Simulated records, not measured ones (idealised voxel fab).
Proc. module: voxel ribs on slabs
Each square cell in cross-section cut measures 5 nm, and the section as a whole is 145 nm wide.
In what follows, cross-sections appear as grids of square cells, described through bands that run from the top down, where every band is one or more rows of cells.
Per band: top height and bottom height in nm, followed by the left-to-right materials and their widths in nm; "throughout" marks a single material spanning edge to edge, "blank" marks empty space.
Ref level 0: as-received wafer is one material below here. Bottom band extends down with no lower bound ("0 -> down").
You'd read "30..40" like this: the band's top row of cells is as wide as the first number, its bottom row is as wide as the second, and going down, every row changes width by the same amount as the row before did.
You'll sometimes find "nothing changed" written for a step, and that's the way of saying that nowhere in the cross-section did a cell change during that step.
Entry "Tabulated closed voids". Content: empty spaces with no open connection to the top, size 8 cells or greater. Each: width x height at distance. Distance: from left edge. Unit: nm.
Note: text after step settings on the step line = simulator remark on that step.
On any step carrying a mask, the "overlay nm" setting, if present on the step's line, tells how far right of its planned place the mask lay; negative values point to the left.

Set out below are the planned steps of the process:
- 1: op RECEIVE | material Si
- 2: op DIRECTIONAL_DEP | material SiO2 | thk nm 25
- 3: op DIRECTIONAL_DEP | material SiN | thk nm 20
- 4: op DIRECTIONAL_DEP | material aC | thk nm 15
- 5: op PATTERN | tone cover | mask id RIB | material resist | width nm 30 | thk nm 35 | overlay nm 0
- 6: op DIRECTIONAL_ETCH | etch materials aC | depth nm 15
- 7: op STRIP | etch materials resist
- 8: op DIRECTIONAL_ETCH | etch materials SiN | depth nm 5
- 9: op STRIP | etch materials aC
- 10: op PATTERN | tone cover | mask id SLAB | material resist | width nm 90 | thk nm 20 | overlay nm 0
- 11: op DIRECTIONAL_ETCH | etch materials SiN | depth nm 15
- 12: op STRIP | etch materials resist
- 13: op FILL_DEP | material SiO2 | thk nm 15
- 14: op CMP | height nm 55
- 15: op DIRECTIONAL_DEP | material TiN | thk nm 5
- 16: op MASKED_ETCH | tone cover | mask id HEATER | width nm 40 | etch materials TiN | depth nm 5 | overlay nm 0
- 17: op CONFORMAL_DEP | material SiO2 | thk nm 10

Wafer at receipt (post step 1), cross-section:
> 0 -> down: Si throughout
> Tabulated closed voids: none

Starting structure and process plan are as shown above, but one mistake was made in running the module; the wafer cross-section at the end of the module follows:
> 60 -> 55: blank=50  TiN=40  blank=55
> 55 -> 45: SiO2 throughout
> 45 -> 40: SiO2=55  SiN=30  SiO2=60
> 40 -> 25: SiO2=25  SiN=90  SiO2=30
> 25 -> 0: SiO2 throughout
> 0 -> down: Si throughout
> Tabulated closed voids: none
Which mistake was made when the wafer was run? the plan's step 17 went unexecuted, having been skipped
